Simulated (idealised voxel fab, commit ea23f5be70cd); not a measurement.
Module name: voxel quadruple lines (process module)
The cross-section shown here is cut; it is 295 nm wide and divided into square cells measuring 5 nm on a side.
Format of a cross-section: grid, square cells. Given as bands. Order: top down. Band: one or more rows of cells. What a band's entry tells you: where the top is and where the bottom is, as heights in nm, and after that what lies inside, material by material from left to right, each with its width in nm. Empty space is written as the word "blank", and a single material marked with the word "edge to edge" occupies the band from edge to edge. Heights from 0 (as-received wafer is one material below). Bottom band endless downward, as "z 0 and below". You'd read "30 to 40" like this: the band's top row of cells is as wide as the first number, its bottom row is as wide as the second, and going down, every row changes width by the same amount as the row before did. For the purposes of this document, the phrase "everything unchanged" attached to a step denotes that no cell within the cross-section was modified by that step. "Enclosed voids" contains a list of empty spaces, each no smaller than 8 cells and without an open way to the top, written in the form width x height at distance with the distance from the left edge and all three in nm. Heads up: the bit after the settings on a step's line is the simulator's remark on that step. Each step line may optionally specify "overlay nm", which for a step with a mask gives the rightward distance between the mask's planned place and where it lay, a negative value indicating the leftward direction.

# The planned process steps are enumerated hereunder
step 1: RECEIVE,material Si
step 2: CONFORMAL_DEP,material Al2O3,thk nm 5
step 3: DIRECTIONAL_DEP,material TiN,thk nm 15
step 4: DIRECTIONAL_DEP,material polySi,thk nm 20
step 5: DIRECTIONAL_DEP,material aC,thk nm 20
step 6: PATTERN,tone cover,mask id MANDREL,material resist,width nm 20,thk nm 30,overlay nm 0
step 7: DIRECTIONAL_ETCH,etch materials aC,depth nm 20
step 8: STRIP,etch materials resist
step 9: CONFORMAL_DEP,material SiO2,thk nm 10
step 10: DIRECTIONAL_ETCH,etch materials SiO2,depth nm 10
step 11: STRIP,etch materials aC
step 12: DIRECTIONAL_ETCH,etch materials polySi,depth nm 20
step 13: STRIP,etch materials SiO2
step 14: CONFORMAL_DEP,material SiCN,thk nm 5
step 15: DIRECTIONAL_ETCH,etch materials SiCN,depth nm 5
step 16: STRIP,etch materials polySi
step 17: DIRECTIONAL_ETCH,etch materials TiN,depth nm 15
step 18: STRIP,etch materials SiCN

# Wafer as received: cross-section following step 1
* z 0 and below | Si edge to edge
* Enclosed voids: none

# Sectioned view, first of two wafers, at the close of the module, processed as intended in the plan
* z 20 to 5 | blank: 120; TiN: 5; blank: 10; TiN: 5; blank: 10; TiN: 5; blank: 10; TiN: 5; blank: 125
* z 5 to 0 | Al2O3 edge to edge
* z 0 and below | Si edge to edge
* Enclosed voids: none

# Cross-sectional view: second of two wafers, end of module; start and plan identical to the first, one mistake in running
* z 20 to 5 | blank: 125; TiN: 5; blank: 10; TiN: 5; blank: 5; TiN: 5; blank: 10; TiN: 5; blank: 125
* z 5 to 0 | Al2O3 edge to edge
* z 0 and below | Si edge to edge
* Enclosed voids: none
What went wrong in running the wafer? contrary to plan, step 6 was performed as PATTERN,tone cover,mask id MANDREL,material resist,width nm 15,thk nm 30,overlay nm 0
In the final comparison it is observed that the number of cells assigned to each material is identical for the two wafers, whereas their placement is not.
